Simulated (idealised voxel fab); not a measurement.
The following is a process module called voxel air gaps.
Xsec cut, 280 nm wide, square cell size 5 nm.
Reading order for cross-sections: top band down to bottom band. Underlying form: a grid of square cells. Band size: one or more rows of cells.
For a band, the entry starts with two heights in nm, that of the top and then that of the bottom, and carries on with the band's materials in order from left to right, each alongside its width in nm; the word "all across" beside a single material means it fills the band edge to edge, and "blank" means empty space.
We count height from 0. Below that, the starting wafer is all one material. The lowest band never ends at the bottom but goes on down; see "from 0 down" for how that is written.
Note: "30 to 40" means the width goes from the first number (top row of the band) to the second number (bottom row) in equal steps per row of cells.
Step marked "nothing got changed"? Then no cell in the cross-section changed in it.
"Voids, fully enclosed": empty spaces of 8 cells or more with no open way to the top, each given as width x height at distance, distance from the left edge, all in nm.
Read whatever lies past the settings on a step's line as the simulator's own remark about the step.
The optional step-line setting "overlay nm" applies to steps with a mask and quantifies how far to the right of its planned location the mask lay, a negative value indicating leftward placement.

Process steps - plan:
1 RECEIVE with material Si
2 CONFORMAL_DEP with material SiO2, thk nm 10
3 CONFORMAL_DEP with material SiCN, thk nm 5
4 DIRECTIONAL_DEP with material lowk, thk nm 35
5 MASKED_ETCH with tone open, mask id LINES, width nm 15, pitch nm 40, etch materials lowk, depth nm 35, overlay nm 0
6 CONFORMAL_DEP with material TiN, thk nm 5
7 FILL_DEP with material W, thk nm 10
8 CMP with height nm 50
9 EPI with material Ru, thk nm 10
10 SELECTIVE_ETCH with etch materials lowk, depth nm 45
11 CONFORMAL_DEP with material SiCN, thk nm 5

Cross-section of the wafer at receipt, which is the condition after step 1:
> from 0 down = Si all across
> Voids, fully enclosed: none

The first of the two wafers as seen in cross-section once the module was finished; processing followed the plan:
> from 65 to 60 = 55 of blank; 165 of SiCN; 60 of blank
> from 60 to 50 = 55 of blank; 5 of SiCN; 35 of Ru; 5 of SiCN; 35 of Ru; 5 of SiCN; 35 of Ru; 5 of SiCN; 35 of Ru; 5 of SiCN; 60 of blank
> from 50 to 45 = 55 of blank; 15 of SiCN; 5 of TiN; 5 of W; 5 of TiN; 25 of SiCN; 5 of TiN; 5 of W; 5 of TiN; 25 of SiCN; 5 of TiN; 5 of W; 5 of TiN; 25 of SiCN; 5 of TiN; 5 of W; 5 of TiN; 15 of SiCN; 60 of blank
> from 45 to 20 = 65 of blank; 5 of SiCN; 5 of TiN; 5 of W; 5 of TiN; 5 of SiCN; 15 of blank; 5 of SiCN; 5 of TiN; 5 of W; 5 of TiN; 5 of SiCN; 15 of blank; 5 of SiCN; 5 of TiN; 5 of W; 5 of TiN; 5 of SiCN; 15 of blank; 5 of SiCN; 5 of TiN; 5 of W; 5 of TiN; 5 of SiCN; 70 of blank
> from 20 to 15 = 70 of SiCN; 15 of TiN; 25 of SiCN; 15 of TiN; 25 of SiCN; 15 of TiN; 25 of SiCN; 15 of TiN; 75 of SiCN
> from 15 to 10 = SiCN all across
> from 10 to 0 = SiO2 all across
> from 0 down = Si all across
> Voids, fully enclosed: 15 x 25 at 90; 15 x 25 at 130; 15 x 25 at 170

Second wafer of the two, sectioned at the end of the module. It began like the first and followed the same plan, but one mistake was made while running it:
> from 65 to 60 = 50 of blank; 175 of SiCN; 55 of blank
> from 60 to 50 = 50 of blank; 5 of SiCN; 165 of Ru; 5 of SiCN; 55 of blank
> from 50 to 45 = 50 of blank; 15 of SiCN; 5 of TiN; 15 of W; 5 of TiN; 15 of lowk; 5 of TiN; 15 of W; 5 of TiN; 15 of lowk; 5 of TiN; 15 of W; 5 of TiN; 15 of lowk; 5 of TiN; 15 of W; 5 of TiN; 15 of SiCN; 55 of blank
> from 45 to 20 = 60 of blank; 5 of SiCN; 5 of TiN; 15 of W; 5 of TiN; 15 of lowk; 5 of TiN; 15 of W; 5 of TiN; 15 of lowk; 5 of TiN; 15 of W; 5 of TiN; 15 of lowk; 5 of TiN; 15 of W; 5 of TiN; 5 of SiCN; 65 of blank
> from 20 to 15 = 65 of SiCN; 25 of TiN; 15 of lowk; 25 of TiN; 15 of lowk; 25 of TiN; 15 of lowk; 25 of TiN; 70 of SiCN
> from 15 to 10 = SiCN all across
> from 10 to 0 = SiO2 all across
> from 0 down = Si all across
> Voids, fully enclosed: none
Deviation noted in wafer processing: the process deviated at step 5: the operation and settings actually run there were MASKED_ETCH with tone open, mask id LINES, width nm 25, pitch nm 40, etch materials lowk, depth nm 35, overlay nm 0
Heads up, by the end the second wafer has more or fewer cells of some materials compared to the first: 10 more of Ru, 66 fewer of SiCN, 8 more of TiN, 48 more of W, 63 more of lowk
Closed voids, final: 3 / 0 (first wafer / second wafer).
